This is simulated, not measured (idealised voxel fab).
Module name: voxel tone inversion (process module)
cross-section cut | 220 nm wide | cells 5 nm
This document writes a cross-section as a grid whose cells are square, and gives it as bands, listed from the top down; one or more rows of cells form a band.
Top height, bottom height, nm. Materials left to right, width each, nm. Single material + "everywhere" = fills band edge to edge. "empty" = empty.
Zero point of the height axis is 0; under it, received wafer = one material. Lowest band: continues down indefinitely, "0 down".
Width spec "30->40" -> top row of cells at first value, bottom row at second value, equal per-row change in between.
You'll sometimes find "no alterations made" written for a step, and that's the way of saying that nowhere in the cross-section did a cell change during that step.
If an empty space has no open way to the top and is at least 8 cells in size, "Trapped cavities" lists it, written width x height at distance, where distance is measured from the left edge and every value is in nm.
Post-settings text on a step line: simulator's own remark regarding the step.
"overlay nm", when on a step's line for a step with a mask, measures how far to the right of its planned place the mask lay; a negative measure means to the left.

Listed below are the process steps as planned
| 1 | RECEIVE, material Si |
| 2 | CONFORMAL_DEP, material SiN, thk nm 10 |
| 3 | DIRECTIONAL_DEP, material polySi, thk nm 15 |
| 4 | PATTERN, tone cover, mask id POSTS, material resist, width nm 25, pitch nm 40, thk nm 20, overlay nm 0 |
| 5 | DIRECTIONAL_ETCH, etch materials polySi, depth nm 15 |
| 6 | STRIP, etch materials resist |
| 7 | FILL_DEP, material SiO2, thk nm 10 |
| 8 | CMP, height nm 25 |
| 9 | STRIP, etch materials polySi |

Here's what the wafer looked like in cross-section when it arrived - that's after step 1
0 down | Si everywhere
Trapped cavities: none

First of two wafers at the end of the module, shown in cross-section; run carried out as planned
25 to 10 | SiO2 55 nm  empty 25 nm  SiO2 15 nm  empty 25 nm  SiO2 15 nm  empty 25 nm  SiO2 60 nm
10 to 0 | SiN everywhere
0 down | Si everywhere
Trapped cavities: none

Wafer two, sectioned after the module: the first wafer's start, the first wafer's plan, and one mistake in how it was run
25 to 15 | SiN everywhere
15 to 0 | polySi everywhere
0 down | Si everywhere
Trapped cavities: none
Short version of what went wrong: contrary to the plan, steps 2 and 3 were processed in exchanged order
At the finish, the second wafer shows more or fewer cells for some materials than the first does: SiO2: 87 fewer; polySi: 132 more
